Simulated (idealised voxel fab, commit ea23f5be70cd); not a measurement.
You're looking at the process module voxel capacitor over wiring.
Displayed cross-section: cut, width of 200 nm, square cells sized 5 nm.
Throughout this document, each cross-section is represented as a grid of square cells and is presented as a sequence of bands enumerated from the top downward, where a band comprises one or more rows of cells. The band entry comprises the height of the band's top followed by the height of its bottom, expressed in nm, and subsequently the band's materials from left to right, each stated together with its width in nm. Where a single material is marked with the word "full width", that material fills the band from edge to edge. The word "blank" represents empty space. It should be noted that heights are counted from 0, beneath which the wafer as supplied is of one material throughout, and that the lowest band possesses no lower boundary but continues downward, as written in "0 -> down". Width: "30..40" (first number = top row, second number = bottom row, same change from row to row of cells). When a step is marked "nothing got changed", none of the cells in the cross-section changed during that step. So "Enclosed void entries" is basically the list of trapped voids: any empty space of 8 cells or more that can't reach the top through an opening. They're written width x height at distance, the distance being from the left edge, and it's all nm. Step line, after settings: the simulator's comment on this step. overlay nm: mask offset rightward from planned place, masked step; negative means leftward offset.
THE STEPS PLANNED FOR THE PROCESS ARE AS FOLLOWS
| 1 | RECEIVE with material Si |
| 2 | CONFORMAL_DEP with material SiO2, thk nm 15 |
| 3 | DIRECTIONAL_DEP with material TiN, thk nm 5 |
| 4 | DIRECTIONAL_DEP with material Ru, thk nm 15 |
| 5 | MASKED_ETCH with tone cover, mask id METAL_1, width nm 25, pitch nm 85, etch materials Ru, depth nm 15, overlay nm 0 |
| 6 | MASKED_ETCH with tone cover, mask id METAL_1, width nm 25, pitch nm 85, etch materials TiN, depth nm 5, overlay nm 0 |
| 7 | FILL_DEP with material lowk, thk nm 10 |
| 8 | CMP with height nm 35 |
| 9 | CONFORMAL_DEP with material SiCN, thk nm 5 |
| 10 | DIRECTIONAL_DEP with material lowk, thk nm 20 |
| 11 | MASKED_ETCH with tone open, mask id PLUG_1, width nm 15, etch materials lowk, depth nm 20, overlay nm 0 |
| 12 | MASKED_ETCH with tone open, mask id PLUG_1, width nm 15, etch materials SiCN, depth nm 5, overlay nm 0 |
| 13 | EPI with material Ru, thk nm 10 |
| 14 | EPI with material Ru, thk nm 10 |
| 15 | EPI with material Ru, thk nm 5 |
| 16 | DIRECTIONAL_DEP with material TiN, thk nm 10 |
| 17 | DIRECTIONAL_DEP with material Al2O3, thk nm 5 |
| 18 | DIRECTIONAL_DEP with material TiN, thk nm 5 |
| 19 | PATTERN with tone cover, mask id UPPER_PLATE, material resist, width nm 65, thk nm 15, overlay nm 0 |
| 20 | DIRECTIONAL_ETCH with etch materials TiN, depth nm 5 |
| 21 | DIRECTIONAL_ETCH with etch materials Al2O3, depth nm 5 |
| 22 | STRIP with etch materials resist |
| 23 | PATTERN with tone cover, mask id LOWER_PLATE, material resist, width nm 75, thk nm 20, overlay nm 0 |
| 24 | DIRECTIONAL_ETCH with etch materials TiN, depth nm 10 |
| 25 | STRIP with etch materials resist |
| 26 | FILL_DEP with material SiO2, thk nm 15 |
| 27 | CMP with height nm 90 |
| 28 | DIRECTIONAL_DEP with material aC, thk nm 15 |
| 29 | PATTERN with tone open, mask id PLUG_2, material resist, width nm 15, thk nm 30, overlay nm 0 |
| 30 | DIRECTIONAL_ETCH with etch materials aC, depth nm 15 |
| 31 | STRIP with etch materials resist |
| 32 | DIRECTIONAL_ETCH with etch materials SiO2, depth nm 10 |
| 33 | STRIP with etch materials aC |
| 34 | CONFORMAL_DEP with material TiN, thk nm 5 |
| 35 | FILL_DEP with material W, thk nm 10 |
| 36 | CMP with height nm 90 |
| 37 | CONFORMAL_DEP with material SiCN, thk nm 5 |
CROSS-SECTION OF THE WAFER UPON ARRIVAL, REPRESENTING THE STATE REACHED AFTER STEP 1
* 0 -> down | Si full width
* Enclosed void entries: none
LOOK AT THE CROSS-SECTION AFTER THE MODULE: THE WAFER STARTED OUT THE WAY SHOWN ABOVE AND THE PLAN WAS THE ONE SHOWN ABOVE, YET ONE MISTAKE WAS MADE ALONG THE WAY
* 95 -> 90 | SiCN full width
* 90 -> 80 | SiO2: 50; TiN: 5; SiO2: 10; TiN: 60; SiO2: 75
* 80 -> 75 | lowk: 55; TiN: 15; lowk: 130
* 75 -> 70 | lowk: 55; Al2O3: 15; lowk: 130
* 70 -> 60 | lowk: 55; TiN: 15; lowk: 130
* 60 -> 40 | lowk full width
* 40 -> 35 | SiCN full width
* 35 -> 20 | lowk: 45; Ru: 25; lowk: 60; Ru: 25; lowk: 45
* 20 -> 15 | lowk: 45; TiN: 25; lowk: 60; TiN: 25; lowk: 45
* 15 -> 0 | SiO2 full width
* 0 -> down | Si full width
* Enclosed void entries: none
Here's what went sideways: yeah, plan step 10 got run twice
